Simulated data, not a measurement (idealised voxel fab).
A process module follows: voxel trench capacitor.
Square cell edge 5 nm, section width 270 nm, ID cut.
Cross-section = grid of square cells, listed top down in bands; band = one or more rows. Quick guide to a band line: top height, bottom height (nm) up front; then every material left to right with its width in nm. Only one material and it's marked "edge to edge"? Then it fills the band edge to edge. And "empty" just means empty space. All heights in this document are referenced to 0, defined as the level beneath which the wafer, as received, consists entirely of one material. The lowest band is not bounded below; it extends indefinitely downward and is written in the form "0 -> down". A two-number width, for instance "30->40", indicates that the width is equal to the first number in the top row of the band and to the second number in the bottom row, and that it changes by a constant amount per row of cells. "no modification", as given for a step, is the statement that not any cell of the cross-section underwent a change during that step. Entry "Sealed internal voids" = empty spaces >= 8 cells with no open way to the top; each as width x height at distance, distance from left edge, all nm. after a step's settings: what the simulator itself notes on the step. overlay nm: for a step with a mask, the amount by which the mask lay right of where it was planned; a negative amount means left of it.

[These are the steps we planned for the process]
1: RECEIVE with material Si
2: CONFORMAL_DEP with material SiN, thk nm 10
3: DIRECTIONAL_DEP with material aC, thk nm 15
4: PATTERN with tone open, mask id TRENCH, material resist, width nm 25, pitch nm 40, thk nm 35, overlay nm 0
5: DIRECTIONAL_ETCH with etch materials aC, depth nm 15
6: STRIP with etch materials resist
7: DIRECTIONAL_ETCH with etch materials SiN, depth nm 10
8: DIRECTIONAL_ETCH with etch materials Si, depth nm 30
9: STRIP with etch materials aC
10: CONFORMAL_DEP with material HfO2, thk nm 5
11: CONFORMAL_DEP with material TiN, thk nm 5
12: FILL_DEP with material W, thk nm 5
13: CMP with height nm 10

[Shown in cross-section is the wafer as received, that is, as it stands after step 1]
* 0 -> down: Si edge to edge
* Sealed internal voids: none

[End-of-module cross-section of the first of two wafers, processed as planned]
* 10 -> 0: SiN 80; HfO2 5; TiN 5; W 5; TiN 5; HfO2 5; SiN 15; HfO2 5; TiN 5; W 5; TiN 5; HfO2 5; SiN 15; HfO2 5; TiN 5; W 5; TiN 5; HfO2 5; SiN 85
* 0 -> -20: Si 80; HfO2 5; TiN 5; W 5; TiN 5; HfO2 5; Si 15; HfO2 5; TiN 5; W 5; TiN 5; HfO2 5; Si 15; HfO2 5; TiN 5; W 5; TiN 5; HfO2 5; Si 85
* -20 -> -25: Si 80; HfO2 5; TiN 15; HfO2 5; Si 15; HfO2 5; TiN 15; HfO2 5; Si 15; HfO2 5; TiN 15; HfO2 5; Si 85
* -25 -> -30: Si 80; HfO2 25; Si 15; HfO2 25; Si 15; HfO2 25; Si 85
* -30 -> down: Si edge to edge
* Sealed internal voids: none

[Wafer two (of two), end-of-module cross-section: start = wafer one, plan = wafer one, one run mistake]
* 25 -> 20: W edge to edge
* 20 -> 15: TiN 90; W 5; TiN 35; W 5; TiN 35; W 5; TiN 95
* 15 -> 10: HfO2 85; TiN 5; W 5; TiN 5; HfO2 25; TiN 5; W 5; TiN 5; HfO2 25; TiN 5; W 5; TiN 5; HfO2 90
* 10 -> 0: SiN 80; HfO2 5; TiN 5; W 5; TiN 5; HfO2 5; SiN 15; HfO2 5; TiN 5; W 5; TiN 5; HfO2 5; SiN 15; HfO2 5; TiN 5; W 5; TiN 5; HfO2 5; SiN 85
* 0 -> -20: Si 80; HfO2 5; TiN 5; W 5; TiN 5; HfO2 5; Si 15; HfO2 5; TiN 5; W 5; TiN 5; HfO2 5; Si 15; HfO2 5; TiN 5; W 5; TiN 5; HfO2 5; Si 85
* -20 -> -25: Si 80; HfO2 5; TiN 15; HfO2 5; Si 15; HfO2 5; TiN 15; HfO2 5; Si 15; HfO2 5; TiN 15; HfO2 5; Si 85
* -25 -> -30: Si 80; HfO2 25; Si 15; HfO2 25; Si 15; HfO2 25; Si 85
* -30 -> down: Si edge to edge
* Sealed internal voids: none
So what did we get wrong on this run? not run: step 13 of the plan (skipped)
End check, counted in cells, second wafer has more or fewer of these materials than the first: +45 HfO2, +57 TiN, +60 W
